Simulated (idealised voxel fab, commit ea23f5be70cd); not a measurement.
Name of the process module below: voxel self aligned contacts
FYI the section here is cut, 260 nm wide, cells are 5 nm squares.
Each cross-section below is a grid of square cells, stated as bands in top-down order, with one or more rows of cells making up each band. The band entry comprises the height of the band's top followed by the height of its bottom, expressed in nm, and subsequently the band's materials from left to right, each stated together with its width in nm. Where a single material is marked with the word "all across", that material fills the band from edge to edge. The word "blank" represents empty space. The level at which height equals 0 is the one under which the wafer, as it arrives, is entirely one material. No lower edge exists for the bottom band, which continues downward and is notated as in "from 0 down". It should be noted that a width expressed as "30..40" varies in equal increments from row to row of cells within the band, taking the value of the first number at the top row and that of the second number at the bottom row. Step note "nothing changed" = no cross-section cell changed. The list in "Completely enclosed voids" covers empty spaces of 8 cells or more that cannot reach the top through any open way, and it gives each as width x height at distance; the distance is from the left edge, and width, height and distance are in nm. Past the settings on a step's line: simulator remark, on that step. overlay nm: right-of-plan distance of the mask on a masked step; negative values mean left-of-plan.

# List of planned process steps
1 RECEIVE: material Si
2 OXIDIZE: depth nm 5
3 DIRECTIONAL_DEP: material polySi, thk nm 20
4 DIRECTIONAL_DEP: material SiN, thk nm 20
5 DIRECTIONAL_DEP: material aC, thk nm 15
6 PATTERN: tone cover, mask id GATE, material resist, width nm 25, pitch nm 50, thk nm 30, overlay nm 0
7 DIRECTIONAL_ETCH: etch materials aC, depth nm 15
8 STRIP: etch materials resist
9 DIRECTIONAL_ETCH: etch materials SiN, depth nm 20
10 DIRECTIONAL_ETCH: etch materials polySi, depth nm 20
11 STRIP: etch materials aC
12 CONFORMAL_DEP: material SiN, thk nm 5
13 DIRECTIONAL_ETCH: etch materials SiN, depth nm 5
14 FILL_DEP: material SiO2, thk nm 15
15 CMP: height nm 45
16 DIRECTIONAL_DEP: material aC, thk nm 15
17 PATTERN: tone open, mask id CONTACT, material resist, width nm 35, thk nm 30, overlay nm 0
18 DIRECTIONAL_ETCH: etch materials aC, depth nm 15
19 STRIP: etch materials resist
20 DIRECTIONAL_ETCH: etch materials SiO2, depth nm 50
21 STRIP: etch materials aC
22 CONFORMAL_DEP: material TiN, thk nm 5
23 FILL_DEP: material W, thk nm 5
24 CMP: height nm 45
25 CONFORMAL_DEP: material SiN, thk nm 5

# The first wafer of two, processed as planned

# Wafer as received: cross-section following step 1
- from 0 down | Si all across
- Completely enclosed voids: none

# Cross-sectional representation of the wafer at the conclusion of step 2
- from 0 to -5 | SiO2 all across
- Below a height of -5, the structure has not been altered.

# Cross-sectional representation of the wafer at the conclusion of step 3
- from 20 to 0 | polySi all across
- Below a height of 0, the structure has not been altered.

# Cross-sectional representation of the wafer at the conclusion of step 4
- from 40 to 20 | SiN all across
- Below a height of 20, the structure has not been altered.

# Cross-sectional representation of the wafer at the conclusion of step 5
- from 55 to 40 | aC all across
- Below a height of 40, the structure has not been altered.

# Cross-sectional representation of the wafer at the conclusion of step 6
- from 85 to 55 | 90 of blank / 25 of resist / 25 of blank / 25 of resist / 95 of blank
- Below a height of 55, the structure has not been altered.

# Cross-sectional representation of the wafer at the conclusion of step 7
- from 70 to 55 | 90 of blank / 25 of resist / 25 of blank / 25 of resist / 95 of blank
- from 55 to 40 | 90 of blank / 25 of aC / 25 of blank / 25 of aC / 95 of blank
- Below a height of 40, the structure has not been altered.

# Cross-sectional representation of the wafer at the conclusion of step 8
- from 55 to 40 | 90 of blank / 25 of aC / 25 of blank / 25 of aC / 95 of blank
- Below a height of 40, the structure has not been altered.

# Cross-sectional representation of the wafer at the conclusion of step 9
- from 55 to 40 | 90 of blank / 25 of aC / 25 of blank / 25 of aC / 95 of blank
- from 40 to 20 | 90 of blank / 25 of SiN / 25 of blank / 25 of SiN / 95 of blank
- Below a height of 20, the structure has not been altered.

# Cross-sectional representation of the wafer at the conclusion of step 10
- from 55 to 40 | 90 of blank / 25 of aC / 25 of blank / 25 of aC / 95 of blank
- from 40 to 20 | 90 of blank / 25 of SiN / 25 of blank / 25 of SiN / 95 of blank
- from 20 to 0 | 90 of blank / 25 of polySi / 25 of blank / 25 of polySi / 95 of blank
- Below a height of 0, the structure has not been altered.

# Cross-sectional representation of the wafer at the conclusion of step 11
- from 40 to 20 | 90 of blank / 25 of SiN / 25 of blank / 25 of SiN / 95 of blank
- Below a height of 20, the structure has not been altered.

# Cross-sectional representation of the wafer at the conclusion of step 12
- from 45 to 20 | 85 of blank / 35 of SiN / 15 of blank / 35 of SiN / 90 of blank
- from 20 to 5 | 85 of blank / 5 of SiN / 25 of polySi / 5 of SiN / 15 of blank / 5 of SiN / 25 of polySi / 5 of SiN / 90 of blank
- from 5 to 0 | 90 of SiN / 25 of polySi / 25 of SiN / 25 of polySi / 95 of SiN
- Below a height of 0, the structure has not been altered.

# Cross-sectional representation of the wafer at the conclusion of step 13
- from 40 to 20 | 85 of blank / 35 of SiN / 15 of blank / 35 of SiN / 90 of blank
- from 20 to 0 | 85 of blank / 5 of SiN / 25 of polySi / 5 of SiN / 15 of blank / 5 of SiN / 25 of polySi / 5 of SiN / 90 of blank
- Below a height of 0, the structure has not been altered.

# Cross-sectional representation of the wafer at the conclusion of step 14
- from 55 to 40 | SiO2 all across
- from 40 to 20 | 85 of SiO2 / 35 of SiN / 15 of SiO2 / 35 of SiN / 90 of SiO2
- from 20 to 0 | 85 of SiO2 / 5 of SiN / 25 of polySi / 5 of SiN / 15 of SiO2 / 5 of SiN / 25 of polySi / 5 of SiN / 90 of SiO2
- Below a height of 0, the structure has not been altered.

# Cross-sectional representation of the wafer at the conclusion of step 15
- from 45 to 40 | SiO2 all across
- Below a height of 40, the structure has not been altered.

# Cross-sectional representation of the wafer at the conclusion of step 16
- from 60 to 45 | aC all across
- Below a height of 45, the structure has not been altered.

# Cross-sectional representation of the wafer at the conclusion of step 17
- from 90 to 60 | 110 of resist / 35 of blank / 115 of resist
- Below a height of 60, the structure has not been altered.

# Cross-sectional representation of the wafer at the conclusion of step 18
- from 75 to 60 | 110 of resist / 35 of blank / 115 of resist
- from 60 to 45 | 110 of aC / 35 of blank / 115 of aC
- Below a height of 45, the structure has not been altered.

# Cross-sectional representation of the wafer at the conclusion of step 19
- from 60 to 45 | 110 of aC / 35 of blank / 115 of aC
- Below a height of 45, the structure has not been altered.

# Cross-sectional representation of the wafer at the conclusion of step 20
- from 60 to 45 | 110 of aC / 35 of blank / 115 of aC
- from 45 to 40 | 110 of SiO2 / 35 of blank / 115 of SiO2
- from 40 to 20 | 85 of SiO2 / 35 of SiN / 15 of blank / 35 of SiN / 90 of SiO2
- from 20 to 0 | 85 of SiO2 / 5 of SiN / 25 of polySi / 5 of SiN / 15 of blank / 5 of SiN / 25 of polySi / 5 of SiN / 90 of SiO2
- from 0 to -5 | 120 of SiO2 / 15 of blank / 125 of SiO2
- Below a height of -5, the structure has not been altered.

# Cross-sectional representation of the wafer at the conclusion of step 21
- from 45 to 40 | 110 of SiO2 / 35 of blank / 115 of SiO2
- Below a height of 40, the structure has not been altered.

# Cross-sectional representation of the wafer at the conclusion of step 22
- from 50 to 45 | 115 of TiN / 25 of blank / 120 of TiN
- from 45 to 40 | 110 of SiO2 / 15 of TiN / 5 of blank / 15 of TiN / 115 of SiO2
- from 40 to 20 | 85 of SiO2 / 35 of SiN / 5 of TiN / 5 of blank / 5 of TiN / 35 of SiN / 90 of SiO2
- from 20 to 0 | 85 of SiO2 / 5 of SiN / 25 of polySi / 5 of SiN / 5 of TiN / 5 of blank / 5 of TiN / 5 of SiN / 25 of polySi / 5 of SiN / 90 of SiO2
- from 0 to -5 | 120 of SiO2 / 15 of TiN / 125 of SiO2
- Below a height of -5, the structure has not been altered.

# Cross-sectional representation of the wafer at the conclusion of step 23
- from 55 to 50 | W all across
- from 50 to 45 | 115 of TiN / 25 of W / 120 of TiN
- from 45 to 40 | 110 of SiO2 / 15 of TiN / 5 of W / 15 of TiN / 115 of SiO2
- from 40 to 20 | 85 of SiO2 / 35 of SiN / 5 of TiN / 5 of W / 5 of TiN / 35 of SiN / 90 of SiO2
- from 20 to 0 | 85 of SiO2 / 5 of SiN / 25 of polySi / 5 of SiN / 5 of TiN / 5 of W / 5 of TiN / 5 of SiN / 25 of polySi / 5 of SiN / 90 of SiO2
- Below a height of 0, the structure has not been altered.

# Cross-sectional representation of the wafer at the conclusion of step 24
- from 45 to 40 | 110 of SiO2 / 15 of TiN / 5 of W / 15 of TiN / 115 of SiO2
- Below a height of 40, the structure has not been altered.

# Cross-sectional representation of the wafer at the conclusion of step 25
- from 50 to 45 | SiN all across
- Below a height of 45, the structure has not been altered.

# Second Wafer (Identical Start and Plan, One Processing Error; Matches First Wafer Through Step 2)

# Cross-section of the second wafer at the time step 3 of the plan should have ended
- from 40 to 0 | polySi all across
- Below a height of 0, the structure has not been altered.

# Cross-section of the second wafer at the time step 4 of the plan should have ended
- from 60 to 40 | SiN all across
- Below a height of 40, the structure has not been altered.

# Cross-section of the second wafer at the time step 5 of the plan should have ended
- from 75 to 60 | aC all across
- Below a height of 60, the structure has not been altered.

# Cross-section of the second wafer at the time step 6 of the plan should have ended
- from 105 to 75 | 90 of blank / 25 of resist / 25 of blank / 25 of resist / 95 of blank
- Below a height of 75, the structure has not been altered.

# Cross-section of the second wafer at the time step 7 of the plan should have ended
- from 90 to 75 | 90 of blank / 25 of resist / 25 of blank / 25 of resist / 95 of blank
- from 75 to 60 | 90 of blank / 25 of aC / 25 of blank / 25 of aC / 95 of blank
- Below a height of 60, the structure has not been altered.

# Cross-section of the second wafer at the time step 8 of the plan should have ended
- from 75 to 60 | 90 of blank / 25 of aC / 25 of blank / 25 of aC / 95 of blank
- Below a height of 60, the structure has not been altered.

# Cross-section of the second wafer at the time step 9 of the plan should have ended
- from 75 to 60 | 90 of blank / 25 of aC / 25 of blank / 25 of aC / 95 of blank
- from 60 to 40 | 90 of blank / 25 of SiN / 25 of blank / 25 of SiN / 95 of blank
- Below a height of 40, the structure has not been altered.

# Cross-section of the second wafer at the time step 10 of the plan should have ended
- from 75 to 60 | 90 of blank / 25 of aC / 25 of blank / 25 of aC / 95 of blank
- from 60 to 40 | 90 of blank / 25 of SiN / 25 of blank / 25 of SiN / 95 of blank
- from 40 to 20 | 90 of blank / 25 of polySi / 25 of blank / 25 of polySi / 95 of blank
- Below a height of 20, the structure has not been altered.

# Cross-section of the second wafer at the time step 11 of the plan should have ended
- from 60 to 40 | 90 of blank / 25 of SiN / 25 of blank / 25 of SiN / 95 of blank
- Below a height of 40, the structure has not been altered.

# Cross-section of the second wafer at the time step 12 of the plan should have ended
- from 65 to 40 | 85 of blank / 35 of SiN / 15 of blank / 35 of SiN / 90 of blank
- from 40 to 25 | 85 of blank / 5 of SiN / 25 of polySi / 5 of SiN / 15 of blank / 5 of SiN / 25 of polySi / 5 of SiN / 90 of blank
- from 25 to 20 | 90 of SiN / 25 of polySi / 25 of SiN / 25 of polySi / 95 of SiN
- Below a height of 20, the structure has not been altered.

# Cross-section of the second wafer at the time step 13 of the plan should have ended
- from 60 to 40 | 85 of blank / 35 of SiN / 15 of blank / 35 of SiN / 90 of blank
- from 40 to 20 | 85 of blank / 5 of SiN / 25 of polySi / 5 of SiN / 15 of blank / 5 of SiN / 25 of polySi / 5 of SiN / 90 of blank
- Below a height of 20, the structure has not been altered.

# Cross-section of the second wafer at the time step 14 of the plan should have ended
- from 75 to 60 | SiO2 all across
- from 60 to 40 | 85 of SiO2 / 35 of SiN / 15 of SiO2 / 35 of SiN / 90 of SiO2
- from 40 to 20 | 85 of SiO2 / 5 of SiN / 25 of polySi / 5 of SiN / 15 of SiO2 / 5 of SiN / 25 of polySi / 5 of SiN / 90 of SiO2
- Below a height of 20, the structure has not been altered.

# Cross-section of the second wafer at the time step 15 of the plan should have ended
- from 45 to 40 | 85 of SiO2 / 35 of SiN / 15 of SiO2 / 35 of SiN / 90 of SiO2
- Below a height of 40, the structure has not been altered.

# Cross-section of the second wafer at the time step 16 of the plan should have ended
- from 60 to 45 | aC all across
- Below a height of 45, the structure has not been altered.

# Cross-section of the second wafer at the time step 17 of the plan should have ended
- from 90 to 60 | 110 of resist / 35 of blank / 115 of resist
- Below a height of 60, the structure has not been altered.

# Cross-section of the second wafer at the time step 18 of the plan should have ended
- from 75 to 60 | 110 of resist / 35 of blank / 115 of resist
- from 60 to 45 | 110 of aC / 35 of blank / 115 of aC
- Below a height of 45, the structure has not been altered.

# Cross-section of the second wafer at the time step 19 of the plan should have ended
- from 60 to 45 | 110 of aC / 35 of blank / 115 of aC
- Below a height of 45, the structure has not been altered.

# Cross-section of the second wafer at the time step 20 of the plan should have ended
- from 60 to 45 | 110 of aC / 35 of blank / 115 of aC
- from 45 to 40 | 85 of SiO2 / 35 of SiN / 15 of blank / 35 of SiN / 90 of SiO2
- from 40 to 20 | 85 of SiO2 / 5 of SiN / 25 of polySi / 5 of SiN / 15 of blank / 5 of SiN / 25 of polySi / 5 of SiN / 90 of SiO2
- Below a height of 20, the structure has not been altered.

# Cross-section of the second wafer at the time step 21 of the plan should have ended
- from 45 to 40 | 85 of SiO2 / 35 of SiN / 15 of blank / 35 of SiN / 90 of SiO2
- Below a height of 40, the structure has not been altered.

# Cross-section of the second wafer at the time step 22 of the plan should have ended
- from 50 to 45 | 125 of TiN / 5 of blank / 130 of TiN
- from 45 to 40 | 85 of SiO2 / 35 of SiN / 5 of TiN / 5 of blank / 5 of TiN / 35 of SiN / 90 of SiO2
- from 40 to 25 | 85 of SiO2 / 5 of SiN / 25 of polySi / 5 of SiN / 5 of TiN / 5 of blank / 5 of TiN / 5 of SiN / 25 of polySi / 5 of SiN / 90 of SiO2
- from 25 to 20 | 85 of SiO2 / 5 of SiN / 25 of polySi / 5 of SiN / 15 of TiN / 5 of SiN / 25 of polySi / 5 of SiN / 90 of SiO2
- Below a height of 20, the structure has not been altered.

# Cross-section of the second wafer at the time step 23 of the plan should have ended
- from 55 to 50 | W all across
- from 50 to 45 | 125 of TiN / 5 of W / 130 of TiN
- from 45 to 40 | 85 of SiO2 / 35 of SiN / 5 of TiN / 5 of W / 5 of TiN / 35 of SiN / 90 of SiO2
- from 40 to 25 | 85 of SiO2 / 5 of SiN / 25 of polySi / 5 of SiN / 5 of TiN / 5 of W / 5 of TiN / 5 of SiN / 25 of polySi / 5 of SiN / 90 of SiO2
- Below a height of 25, the structure has not been altered.

# Cross-section of the second wafer at the time step 24 of the plan should have ended
- from 45 to 40 | 85 of SiO2 / 35 of SiN / 5 of TiN / 5 of W / 5 of TiN / 35 of SiN / 90 of SiO2
- Below a height of 40, the structure has not been altered.

# Cross-section of the second wafer at the time step 25 of the plan should have ended
- from 50 to 45 | SiN all across
- Below a height of 45, the structure has not been altered.
Nonconformance to the process plan: the plan had its step 3 run twice
Wrapping up, a cell-based count of both wafers puts the second over or under the first for these materials: 42 fewer of SiN; 147 fewer of SiO2; 14 fewer of TiN; 5 fewer of W; 208 more of polySi
